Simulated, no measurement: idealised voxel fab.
Process module, titled voxel self aligned vias
The width of the displayed cross-section, cut, is 180 nm; its cells are square, with a size of 5 nm.
Cross-section, as written here: a square-cell grid given band by band from the top down, where a band holds one or more rows of cells. Band entry format. Leading values: height of top, height of bottom, nm. Remainder: materials in left-to-right order, each with its width in nm. Special words: "everywhere" on a single material, which then fills the band edge to edge; "blank", empty space. Basically, 0 is our baseline, since under it the wafer straight out of the box is all one material. The bottom band has no lower end and keeps on going down, so it looks like "0 -> down". Think of "30 to 40" as a width that walks from the first number to the second as you go down the band, top row to bottom row, taking equal-sized steps from row to row. The cross-section has no changed cell in any step marked "all unchanged". Enclosed voids (no open way to top), threshold 8 cells or more, entry "Enclosed void listing", notation width x height at distance, distance from left edge, nm. Whatever follows a step's settings on its line is a remark the simulator itself makes about that step. Among the settings permitted on a step's line is "overlay nm"; applied to a step with a mask, it specifies the extent to which the mask lay to the right of its planned position, whereas a negative figure signifies a position to the left.
### The process steps that were planned are listed below
1. RECEIVE | material Si
2. CONFORMAL_DEP | material SiO2 | thk nm 10
3. CONFORMAL_DEP | material SiCN | thk nm 5
4. DIRECTIONAL_DEP | material SiO2 | thk nm 20
5. MASKED_ETCH | tone open | mask id LINES | width nm 25 | pitch nm 70 | etch materials SiO2 | depth nm 20 | overlay nm 0
6. CONFORMAL_DEP | material TiN | thk nm 5
7. FILL_DEP | material W | thk nm 10
8. CMP | height nm 35
9. SELECTIVE_ETCH | etch materials W Ru TiN | depth nm 5
10. FILL_DEP | material SiN | thk nm 10
11. CMP | height nm 35
12. DIRECTIONAL_DEP | material SiO2 | thk nm 20
13. PATTERN | tone open | mask id VIAS | material resist | width nm 45 | pitch nm 70 | thk nm 15 | overlay nm 0
14. DIRECTIONAL_ETCH | etch materials SiO2 | depth nm 20
15. DIRECTIONAL_ETCH | etch materials SiN | depth nm 5
16. STRIP | etch materials resist
17. CONFORMAL_DEP | material TiN | thk nm 5
18. FILL_DEP | material Cu | thk nm 10
19. CMP | height nm 55
20. CONFORMAL_DEP | material SiN | thk nm 5
### Cross-section of the incoming wafer, state after step 1
  0 -> down = Si everywhere
  Enclosed void listing: none
### The first of the two wafers as seen in cross-section once the module was finished; processing followed the plan
  60 -> 55 = SiN everywhere
  55 -> 40 = 30 nm SiO2 / 5 nm TiN / 35 nm Cu / 5 nm TiN / 25 nm SiO2 / 5 nm TiN / 35 nm Cu / 5 nm TiN / 35 nm SiO2
  40 -> 35 = 30 nm SiO2 / 15 nm TiN / 15 nm Cu / 15 nm TiN / 25 nm SiO2 / 15 nm TiN / 15 nm Cu / 15 nm TiN / 35 nm SiO2
  35 -> 30 = 40 nm SiO2 / 25 nm TiN / 45 nm SiO2 / 25 nm TiN / 45 nm SiO2
  30 -> 20 = 40 nm SiO2 / 5 nm TiN / 15 nm W / 5 nm TiN / 45 nm SiO2 / 5 nm TiN / 15 nm W / 5 nm TiN / 45 nm SiO2
  20 -> 15 = 40 nm SiO2 / 25 nm TiN / 45 nm SiO2 / 25 nm TiN / 45 nm SiO2
  15 -> 10 = SiCN everywhere
  10 -> 0 = SiO2 everywhere
  0 -> down = Si everywhere
  Enclosed void listing: none
### Cross-sectional view of the second of two wafers upon completion of the module. This wafer shared its starting condition and process plan with the first; one error was made during its execution
  60 -> 55 = SiN everywhere
  55 -> 40 = 30 nm SiO2 / 5 nm TiN / 35 nm Cu / 5 nm TiN / 25 nm SiO2 / 5 nm TiN / 35 nm Cu / 5 nm TiN / 35 nm SiO2
  40 -> 35 = 30 nm SiO2 / 20 nm TiN / 10 nm Cu / 15 nm TiN / 25 nm SiO2 / 20 nm TiN / 10 nm Cu / 15 nm TiN / 35 nm SiO2
  35 -> 30 = 45 nm SiO2 / 20 nm TiN / 50 nm SiO2 / 20 nm TiN / 45 nm SiO2
  30 -> 20 = 45 nm SiO2 / 5 nm TiN / 10 nm W / 5 nm TiN / 50 nm SiO2 / 5 nm TiN / 10 nm W / 5 nm TiN / 45 nm SiO2
  20 -> 15 = 45 nm SiO2 / 20 nm TiN / 50 nm SiO2 / 20 nm TiN / 45 nm SiO2
  15 -> 10 = SiCN everywhere
  10 -> 0 = SiO2 everywhere
  0 -> down = Si everywhere
  Enclosed void listing: none
What went wrong in running the wafer? step 5 changed vs plan, executed as MASKED_ETCH | tone open | mask id LINES | width nm 20 | pitch nm 70 | etch materials SiO2 | depth nm 20 | overlay nm 0
At the finish, the second wafer shows more or fewer cells for some materials than the first does: Cu: 2 fewer | SiO2: 8 more | TiN: 2 fewer | W: 4 fewer
